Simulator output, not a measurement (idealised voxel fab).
process module | voxel local oxidation
cross-section cut | 160 nm wide | cells 5 nm
A cross-section is a grid of square cells, given in bands from the top down. A band is one or more rows of cells.
Each band's line starts with the height of the band's top and of its bottom, in nm. Then come its materials from left to right, each with its width in nm. One material with "throughout" fills the band from edge to edge. "air" is empty space.
Height 0 is the level under which the wafer as received is all one material. The lowest band goes on downwards, as in "0 down".
A width such as "30 to 40" changes by the same amount from each row of cells to the next, from the band's top row to its bottom row.
"no change" after a step means that no cell of the cross-section changed.
closed voids: empty space of 8 cells or more with no open way to the top, each as width x height at its distance from the left edge, in nm
after a step's settings: what the simulator itself notes on the step
overlay nm, on a step with a mask: how far to the right of its planned place the mask lay; to the left if negative
plan
1 op RECEIVE | material Si
2 op CONFORMAL_DEP | material SiO2 | thk nm 5
3 op CONFORMAL_DEP | material SiN | thk nm 10
4 op PATTERN | tone cover | mask id ACTIVE | material resist | width nm 95 | thk nm 15 | overlay nm 0
5 op DIRECTIONAL_ETCH | etch materials SiN | depth nm 10
6 op STRIP | etch materials resist
7 op SELECTIVE_ETCH | etch materials SiO2 | depth nm 5
8 op OXIDIZE | depth nm 10
9 op STRIP | etch materials SiN
as received, after step 1
  0 down: Si throughout
  closed voids: none
a wafer at the end: this start, this plan, one mistake
  0 to -10: air 45 | Si 65 | air 50
  -10 down: Si throughout
  closed voids: none
what went wrong: step 9 ran as: op STRIP | etch materials SiO2
